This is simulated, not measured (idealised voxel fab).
The following process module bears the name voxel local oxidation.
Cross-section cut: width 160 nm, square cells of 5 nm.
Notation: cross-section as square-cell grid; stated in bands, top first, going down; one or more cell rows per band.
The entry gives the band's vertical extent as a top height and a bottom height in nm, then its horizontal make-up as materials from left to right, each with a width in nm. "air" stands for empty space; a single material marked "full width" fills the band edge to edge.
A quick word on heights: they are counted from 0, and under that level the wafer as it came to us is one material throughout. The lowest band is different from the rest in having no bottom; it simply continues downward, written as in "0 and below".
Think of "30..40" as a width that walks from the first number to the second as you go down the band, top row to bottom row, taking equal-sized steps from row to row.
Where the words "remained unchanged" appear for a step, the cross-section shows no cell changed by that step; every cell remained as before.
Look at "Completely sealed voids" for the closed voids: empty spaces with no open path to the top, sized 8 cells or up. Each is width x height at distance, distance from the left edge, all nm.
That trailing text on a step's line, after the settings, is the simulator's own remark on the step.
overlay nm: step with mask; distance mask lay right of planned place; negative value = left of planned place.

THE PROCESS STEPS THAT WERE PLANNED ARE LISTED BELOW
1) RECEIVE,material Si
2) OXIDIZE,depth nm 5
3) CONFORMAL_DEP,material SiN,thk nm 10
4) DIRECTIONAL_DEP,material aC,thk nm 10
5) PATTERN,tone cover,mask id ACTIVE,material resist,width nm 95,thk nm 30,overlay nm 0
6) DIRECTIONAL_ETCH,etch materials aC,depth nm 10
7) STRIP,etch materials resist
8) DIRECTIONAL_ETCH,etch materials SiN,depth nm 10
9) STRIP,etch materials aC
10) SELECTIVE_ETCH,etch materials SiO2,depth nm 5
11) OXIDIZE,depth nm 15
12) STRIP,etch materials SiN

CROSS-SECTIONAL VIEW OF THE WAFER IN ITS AS-RECEIVED CONDITION, CORRESPONDING TO THE STATE AFTER STEP 1
* 0 and below = Si full width
* Completely sealed voids: none

FINAL WAFER PROFILE IN CROSS-SECTION AFTER THE MODULE, FROM THE SAME START AND PLAN AS ABOVE, WITH ONE MISTAKE MADE DURING PROCESSING
* 0 down to -5 = air=40, SiO2=80, air=40
* -5 down to -20 = SiO2=55, Si=50, SiO2=55
* -20 and below = Si full width
* Completely sealed voids: none
Against the plan, the run slipped here: step 5 did not happen as planned, as run it was PATTERN,tone cover,mask id ACTIVE,material resist,width nm 90,thk nm 30,overlay nm 0
